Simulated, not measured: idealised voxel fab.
You're looking at the process module voxel capacitor over wiring.
cross-section cut | 230 nm wide | cells 5 nm
When this document writes out a cross-section, it uses a grid of square cells and lists it as bands, beginning at the top and moving down, with a band standing for one or more rows of cells. The entry gives the band's vertical extent as a top height and a bottom height in nm, then its horizontal make-up as materials from left to right, each with a width in nm. "empty" stands for empty space; a single material marked "all across" fills the band edge to edge. Height datum 0, below which the as-received substrate wafer is one material. Lowest band open at the bottom, running downward: "0 and below". Think of "30 to 40" as a width that walks from the first number to the second as you go down the band, top row to bottom row, taking equal-sized steps from row to row. Where the words "changes: none" appear for a step, the cross-section shows no cell changed by that step; every cell remained as before. "Internal closed voids" lists enclosed empty spaces (at least 8 cells, no open path upward to the top), each as width x height at distance from the left edge, in nm. Note: text after step settings on the step line = simulator remark on that step. overlay nm: mask offset rightward from planned place, masked step; negative means leftward offset.
**List of planned process steps**
- 1: RECEIVE with material Si
- 2: CONFORMAL_DEP with material SiO2, thk nm 10
- 3: DIRECTIONAL_DEP with material TiN, thk nm 5
- 4: DIRECTIONAL_DEP with material Ru, thk nm 25
- 5: DIRECTIONAL_DEP with material aC, thk nm 15
- 6: PATTERN with tone cover, mask id METAL_1, material resist, width nm 25, pitch nm 90, thk nm 30, overlay nm 0
- 7: DIRECTIONAL_ETCH with etch materials aC, depth nm 15
- 8: STRIP with etch materials resist
- 9: DIRECTIONAL_ETCH with etch materials Ru, depth nm 25
- 10: DIRECTIONAL_ETCH with etch materials TiN, depth nm 5
- 11: STRIP with etch materials aC
- 12: CONFORMAL_DEP with material SiCN, thk nm 5
- 13: FILL_DEP with material SiO2, thk nm 10
- 14: CMP with height nm 40
- 15: CONFORMAL_DEP with material SiCN, thk nm 5
- 16: DIRECTIONAL_DEP with material SiO2, thk nm 20
- 17: PATTERN with tone open, mask id PLUG_1, material resist, width nm 15, thk nm 15, overlay nm 0
- 18: DIRECTIONAL_ETCH with etch materials SiO2, depth nm 20
- 19: DIRECTIONAL_ETCH with etch materials SiCN, depth nm 5
- 20: STRIP with etch materials resist
- 21: CONFORMAL_DEP with material TiN, thk nm 5
- 22: FILL_DEP with material Ru, thk nm 5
- 23: CMP with height nm 65
- 24: DIRECTIONAL_DEP with material TiN, thk nm 5
- 25: DIRECTIONAL_DEP with material HfO2, thk nm 5
- 26: DIRECTIONAL_DEP with material TiN, thk nm 5
- 27: DIRECTIONAL_DEP with material aC, thk nm 10
- 28: PATTERN with tone cover, mask id UPPER_PLATE, material resist, width nm 70, thk nm 25, overlay nm 0
- 29: DIRECTIONAL_ETCH with etch materials aC, depth nm 10
- 30: STRIP with etch materials resist
- 31: DIRECTIONAL_ETCH with etch materials TiN, depth nm 5
- 32: DIRECTIONAL_ETCH with etch materials HfO2, depth nm 5
- 33: STRIP with etch materials aC
- 34: DIRECTIONAL_DEP with material aC, thk nm 10
- 35: PATTERN with tone cover, mask id LOWER_PLATE, material resist, width nm 80, thk nm 30, overlay nm 0
- 36: DIRECTIONAL_ETCH with etch materials aC, depth nm 10
- 37: STRIP with etch materials resist
- 38: DIRECTIONAL_ETCH with etch materials TiN, depth nm 5
- 39: STRIP with etch materials aC
- 40: FILL_DEP with material SiO2, thk nm 15
- 41: CMP with height nm 90
- 42: PATTERN with tone open, mask id PLUG_2, material resist, width nm 15, thk nm 20, overlay nm 0
- 43: DIRECTIONAL_ETCH with etch materials SiO2, depth nm 10
- 44: STRIP with etch materials resist
- 45: CONFORMAL_DEP with material TiN, thk nm 5
- 46: FILL_DEP with material W, thk nm 10
- 47: CMP with height nm 90
- 48: CONFORMAL_DEP with material SiN, thk nm 5
**Account of the first of two wafers, which was processed as intended**
**Received-state cross-section, reflecting completion of step 1**
  0 and below: Si all across
  Internal closed voids: none
**After step 2: wafer cross-section**
  10 down to 0: SiO2 all across
  Everything under 0 stays put, no change at all.
**After step 3: wafer cross-section**
  15 down to 10: TiN all across
  Everything under 10 stays put, no change at all.
**After step 4: wafer cross-section**
  40 down to 15: Ru all across
  Everything under 15 stays put, no change at all.
**After step 5: wafer cross-section**
  55 down to 40: aC all across
  Everything under 40 stays put, no change at all.
**After step 6: wafer cross-section**
  85 down to 55: empty: 55 | resist: 25 | empty: 65 | resist: 25 | empty: 60
  Everything under 55 stays put, no change at all.
**After step 7: wafer cross-section**
  70 down to 55: empty: 55 | resist: 25 | empty: 65 | resist: 25 | empty: 60
  55 down to 40: empty: 55 | aC: 25 | empty: 65 | aC: 25 | empty: 60
  Everything under 40 stays put, no change at all.
**After step 8: wafer cross-section**
  55 down to 40: empty: 55 | aC: 25 | empty: 65 | aC: 25 | empty: 60
  Everything under 40 stays put, no change at all.
**After step 9: wafer cross-section**
  55 down to 40: empty: 55 | aC: 25 | empty: 65 | aC: 25 | empty: 60
  40 down to 15: empty: 55 | Ru: 25 | empty: 65 | Ru: 25 | empty: 60
  Everything under 15 stays put, no change at all.
**After step 10: wafer cross-section**
  55 down to 40: empty: 55 | aC: 25 | empty: 65 | aC: 25 | empty: 60
  40 down to 15: empty: 55 | Ru: 25 | empty: 65 | Ru: 25 | empty: 60
  15 down to 10: empty: 55 | TiN: 25 | empty: 65 | TiN: 25 | empty: 60
  Everything under 10 stays put, no change at all.
**After step 11: wafer cross-section**
  40 down to 15: empty: 55 | Ru: 25 | empty: 65 | Ru: 25 | empty: 60
  Everything under 15 stays put, no change at all.
**After step 12: wafer cross-section**
  45 down to 40: empty: 50 | SiCN: 35 | empty: 55 | SiCN: 35 | empty: 55
  40 down to 15: empty: 50 | SiCN: 5 | Ru: 25 | SiCN: 5 | empty: 55 | SiCN: 5 | Ru: 25 | SiCN: 5 | empty: 55
  15 down to 10: SiCN: 55 | TiN: 25 | SiCN: 65 | TiN: 25 | SiCN: 60
  Everything under 10 stays put, no change at all.
**After step 13: wafer cross-section**
  55 down to 45: SiO2 all across
  45 down to 40: SiO2: 50 | SiCN: 35 | SiO2: 55 | SiCN: 35 | SiO2: 55
  40 down to 15: SiO2: 50 | SiCN: 5 | Ru: 25 | SiCN: 5 | SiO2: 55 | SiCN: 5 | Ru: 25 | SiCN: 5 | SiO2: 55
  Everything under 15 stays put, no change at all.
**After step 14: wafer cross-section**
  40 down to 15: SiO2: 50 | SiCN: 5 | Ru: 25 | SiCN: 5 | SiO2: 55 | SiCN: 5 | Ru: 25 | SiCN: 5 | SiO2: 55
  Everything under 15 stays put, no change at all.
**After step 15: wafer cross-section**
  45 down to 40: SiCN all across
  Everything under 40 stays put, no change at all.
**After step 16: wafer cross-section**
  65 down to 45: SiO2 all across
  Everything under 45 stays put, no change at all.
**After step 17: wafer cross-section**
  80 down to 65: resist: 65 | empty: 15 | resist: 150
  Everything under 65 stays put, no change at all.
**After step 18: wafer cross-section**
  80 down to 65: resist: 65 | empty: 15 | resist: 150
  65 down to 45: SiO2: 65 | empty: 15 | SiO2: 150
  Everything under 45 stays put, no change at all.
**After step 19: wafer cross-section**
  80 down to 65: resist: 65 | empty: 15 | resist: 150
  65 down to 45: SiO2: 65 | empty: 15 | SiO2: 150
  45 down to 40: SiCN: 65 | empty: 15 | SiCN: 150
  Everything under 40 stays put, no change at all.
**After step 20: wafer cross-section**
  65 down to 45: SiO2: 65 | empty: 15 | SiO2: 150
  Everything under 45 stays put, no change at all.
**After step 21: wafer cross-section**
  70 down to 65: TiN: 70 | empty: 5 | TiN: 155
  65 down to 45: SiO2: 65 | TiN: 5 | empty: 5 | TiN: 5 | SiO2: 150
  45 down to 40: SiCN: 65 | TiN: 15 | SiCN: 150
  Everything under 40 stays put, no change at all.
**After step 22: wafer cross-section**
  75 down to 70: Ru all across
  70 down to 65: TiN: 70 | Ru: 5 | TiN: 155
  65 down to 45: SiO2: 65 | TiN: 5 | Ru: 5 | TiN: 5 | SiO2: 150
  Everything under 45 stays put, no change at all.
**After step 23: wafer cross-section**
  65 down to 45: SiO2: 65 | TiN: 5 | Ru: 5 | TiN: 5 | SiO2: 150
  Everything under 45 stays put, no change at all.
**After step 24: wafer cross-section**
  70 down to 65: TiN all across
  Everything under 65 stays put, no change at all.
**After step 25: wafer cross-section**
  75 down to 70: HfO2 all across
  Everything under 70 stays put, no change at all.
**After step 26: wafer cross-section**
  80 down to 75: TiN all across
  Everything under 75 stays put, no change at all.
**After step 27: wafer cross-section**
  90 down to 80: aC all across
  Everything under 80 stays put, no change at all.
**After step 28: wafer cross-section**
  115 down to 90: empty: 65 | resist: 70 | empty: 95
  Everything under 90 stays put, no change at all.
**After step 29: wafer cross-section**
  105 down to 90: empty: 65 | resist: 70 | empty: 95
  90 down to 80: empty: 65 | aC: 70 | empty: 95
  Everything under 80 stays put, no change at all.
**After step 30: wafer cross-section**
  90 down to 80: empty: 65 | aC: 70 | empty: 95
  Everything under 80 stays put, no change at all.
**After step 31: wafer cross-section**
  90 down to 80: empty: 65 | aC: 70 | empty: 95
  80 down to 75: empty: 65 | TiN: 70 | empty: 95
  Everything under 75 stays put, no change at all.
**After step 32: wafer cross-section**
  90 down to 80: empty: 65 | aC: 70 | empty: 95
  80 down to 75: empty: 65 | TiN: 70 | empty: 95
  75 down to 70: empty: 65 | HfO2: 70 | empty: 95
  Everything under 70 stays put, no change at all.
**After step 33: wafer cross-section**
  80 down to 75: empty: 65 | TiN: 70 | empty: 95
  Everything under 75 stays put, no change at all.
**After step 34: wafer cross-section**
  90 down to 80: empty: 65 | aC: 70 | empty: 95
  80 down to 75: aC: 65 | TiN: 70 | aC: 95
  75 down to 70: aC: 65 | HfO2: 70 | aC: 95
  Everything under 70 stays put, no change at all.
**After step 35: wafer cross-section**
  120 down to 90: empty: 60 | resist: 80 | empty: 90
  90 down to 80: empty: 60 | resist: 5 | aC: 70 | resist: 5 | empty: 90
  Everything under 80 stays put, no change at all.
**After step 36: wafer cross-section**
  110 down to 90: empty: 60 | resist: 80 | empty: 90
  90 down to 80: empty: 60 | resist: 5 | aC: 70 | resist: 5 | empty: 90
  80 down to 75: empty: 60 | aC: 5 | TiN: 70 | aC: 5 | empty: 90
  75 down to 70: empty: 60 | aC: 5 | HfO2: 70 | aC: 5 | empty: 90
  Everything under 70 stays put, no change at all.
**After step 37: wafer cross-section**
  90 down to 80: empty: 65 | aC: 70 | empty: 95
  Everything under 80 stays put, no change at all.
**After step 38: wafer cross-section**
  90 down to 80: empty: 65 | aC: 70 | empty: 95
  80 down to 75: empty: 60 | aC: 5 | TiN: 70 | aC: 5 | empty: 90
  75 down to 70: empty: 60 | aC: 5 | HfO2: 70 | aC: 5 | empty: 90
  70 down to 65: empty: 60 | TiN: 80 | empty: 90
  Everything under 65 stays put, no change at all.
**After step 39: wafer cross-section**
  80 down to 75: empty: 65 | TiN: 70 | empty: 95
  75 down to 70: empty: 65 | HfO2: 70 | empty: 95
  Everything under 70 stays put, no change at all.
**After step 40: wafer cross-section**
  95 down to 80: SiO2 all across
  80 down to 75: SiO2: 65 | TiN: 70 | SiO2: 95
  75 down to 70: SiO2: 65 | HfO2: 70 | SiO2: 95
  70 down to 65: SiO2: 60 | TiN: 80 | SiO2: 90
  Everything under 65 stays put, no change at all.
**After step 41: wafer cross-section**
  90 down to 80: SiO2 all across
  Everything under 80 stays put, no change at all.
**After step 42: wafer cross-section**
  110 down to 90: resist: 75 | empty: 15 | resist: 140
  Everything under 90 stays put, no change at all.
**After step 43: wafer cross-section**
  110 down to 90: resist: 75 | empty: 15 | resist: 140
  90 down to 80: SiO2: 75 | empty: 15 | SiO2: 140
  Everything under 80 stays put, no change at all.
**After step 44: wafer cross-section**
  90 down to 80: SiO2: 75 | empty: 15 | SiO2: 140
  Everything under 80 stays put, no change at all.
**After step 45: wafer cross-section**
  95 down to 90: TiN: 80 | empty: 5 | TiN: 145
  90 down to 85: SiO2: 75 | TiN: 5 | empty: 5 | TiN: 5 | SiO2: 140
  85 down to 75: SiO2: 75 to 65 | TiN: 15 to 70 | SiO2: 140 to 95
  Everything under 75 stays put, no change at all.
**After step 46: wafer cross-section**
  105 down to 95: W all across
  95 down to 90: TiN: 80 | W: 5 | TiN: 145
  90 down to 85: SiO2: 75 | TiN: 5 | W: 5 | TiN: 5 | SiO2: 140
  Everything under 85 stays put, no change at all.
**After step 47: wafer cross-section**
  90 down to 85: SiO2: 75 | TiN: 5 | W: 5 | TiN: 5 | SiO2: 140
  Everything under 85 stays put, no change at all.
**After step 48: wafer cross-section**
  95 down to 90: SiN all across
  Everything under 90 stays put, no change at all.
**Second wafer: same start and same plan as the first, one execution error; identical to the first through step 23**
**Cross-section of the second wafer at the time by which step 24 should have been completed according to the plan**
  80 down to 65: TiN all across
  Everything under 65 stays put, no change at all.
**Cross-section of the second wafer at the time by which step 25 should have been completed according to the plan**
  85 down to 80: HfO2 all across
  Everything under 80 stays put, no change at all.
**Cross-section of the second wafer at the time by which step 26 should have been completed according to the plan**
  90 down to 85: TiN all across
  Everything under 85 stays put, no change at all.
**Cross-section of the second wafer at the time by which step 27 should have been completed according to the plan**
  100 down to 90: aC all across
  Everything under 90 stays put, no change at all.
**Cross-section of the second wafer at the time by which step 28 should have been completed according to the plan**
  125 down to 100: empty: 65 | resist: 70 | empty: 95
  Everything under 100 stays put, no change at all.
**Cross-section of the second wafer at the time by which step 29 should have been completed according to the plan**
  115 down to 100: empty: 65 | resist: 70 | empty: 95
  100 down to 90: empty: 65 | aC: 70 | empty: 95
  Everything under 90 stays put, no change at all.
**Cross-section of the second wafer at the time by which step 30 should have been completed according to the plan**
  100 down to 90: empty: 65 | aC: 70 | empty: 95
  Everything under 90 stays put, no change at all.
**Cross-section of the second wafer at the time by which step 31 should have been completed according to the plan**
  100 down to 90: empty: 65 | aC: 70 | empty: 95
  90 down to 85: empty: 65 | TiN: 70 | empty: 95
  Everything under 85 stays put, no change at all.
**Cross-section of the second wafer at the time by which step 32 should have been completed according to the plan**
  100 down to 90: empty: 65 | aC: 70 | empty: 95
  90 down to 85: empty: 65 | TiN: 70 | empty: 95
  85 down to 80: empty: 65 | HfO2: 70 | empty: 95
  Everything under 80 stays put, no change at all.
**Cross-section of the second wafer at the time by which step 33 should have been completed according to the plan**
  90 down to 85: empty: 65 | TiN: 70 | empty: 95
  Everything under 85 stays put, no change at all.
**Cross-section of the second wafer at the time by which step 34 should have been completed according to the plan**
  100 down to 90: empty: 65 | aC: 70 | empty: 95
  90 down to 85: aC: 65 | TiN: 70 | aC: 95
  85 down to 80: aC: 65 | HfO2: 70 | aC: 95
  Everything under 80 stays put, no change at all.
**Cross-section of the second wafer at the time by which step 35 should have been completed according to the plan**
  130 down to 100: empty: 60 | resist: 80 | empty: 90
  100 down to 90: empty: 60 | resist: 5 | aC: 70 | resist: 5 | empty: 90
  Everything under 90 stays put, no change at all.
**Cross-section of the second wafer at the time by which step 36 should have been completed according to the plan**
  120 down to 100: empty: 60 | resist: 80 | empty: 90
  100 down to 90: empty: 60 | resist: 5 | aC: 70 | resist: 5 | empty: 90
  90 down to 85: empty: 60 | aC: 5 | TiN: 70 | aC: 5 | empty: 90
  85 down to 80: empty: 60 | aC: 5 | HfO2: 70 | aC: 5 | empty: 90
  Everything under 80 stays put, no change at all.
**Cross-section of the second wafer at the time by which step 37 should have been completed according to the plan**
  100 down to 90: empty: 65 | aC: 70 | empty: 95
  Everything under 90 stays put, no change at all.
**Cross-section of the second wafer at the time by which step 38 should have been completed according to the plan**
  100 down to 90: empty: 65 | aC: 70 | empty: 95
  90 down to 85: empty: 60 | aC: 5 | TiN: 70 | aC: 5 | empty: 90
  85 down to 80: empty: 60 | aC: 5 | HfO2: 70 | aC: 5 | empty: 90
  80 down to 75: empty: 60 | TiN: 80 | empty: 90
  Everything under 75 stays put, no change at all.
**Cross-section of the second wafer at the time by which step 39 should have been completed according to the plan**
  90 down to 85: empty: 65 | TiN: 70 | empty: 95
  85 down to 80: empty: 65 | HfO2: 70 | empty: 95
  Everything under 80 stays put, no change at all.
**Cross-section of the second wafer at the time by which step 40 should have been completed according to the plan**
  105 down to 90: SiO2 all across
  90 down to 85: SiO2: 65 | TiN: 70 | SiO2: 95
  85 down to 80: SiO2: 65 | HfO2: 70 | SiO2: 95
  80 down to 75: SiO2: 60 | TiN: 80 | SiO2: 90
  Everything under 75 stays put, no change at all.
**Cross-section of the second wafer at the time by which step 41 should have been completed according to the plan**
  90 down to 85: SiO2: 65 | TiN: 70 | SiO2: 95
  Everything under 85 stays put, no change at all.
**Cross-section of the second wafer at the time by which step 42 should have been completed according to the plan**
  110 down to 90: resist: 75 | empty: 15 | resist: 140
  Everything under 90 stays put, no change at all.
Cross-section of the second wafer at the time by which step 43 should have been completed according to the plan: changes: none
**Cross-section of the second wafer at the time by which step 44 should have been completed according to the plan**
  90 down to 85: SiO2: 65 | TiN: 70 | SiO2: 95
  Everything under 85 stays put, no change at all.
**Cross-section of the second wafer at the time by which step 45 should have been completed according to the plan**
  95 down to 90: TiN all across
  Everything under 90 stays put, no change at all.
**Cross-section of the second wafer at the time by which step 46 should have been completed according to the plan**
  105 down to 95: W all across
  Everything under 95 stays put, no change at all.
**Cross-section of the second wafer at the time by which step 47 should have been completed according to the plan**
  90 down to 85: SiO2: 65 | TiN: 70 | SiO2: 95
  Everything under 85 stays put, no change at all.
**Cross-section of the second wafer at the time by which step 48 should have been completed according to the plan**
  95 down to 90: SiN all across
  Everything under 90 stays put, no change at all.
what went wrong: step 24 ran as: DIRECTIONAL_DEP with material TiN, thk nm 15
Bottom line after processing is that, in cells, the second wafer is up or down on some materials versus the first: 86 fewer of SiO2, 87 more of TiN, 1 fewer of W
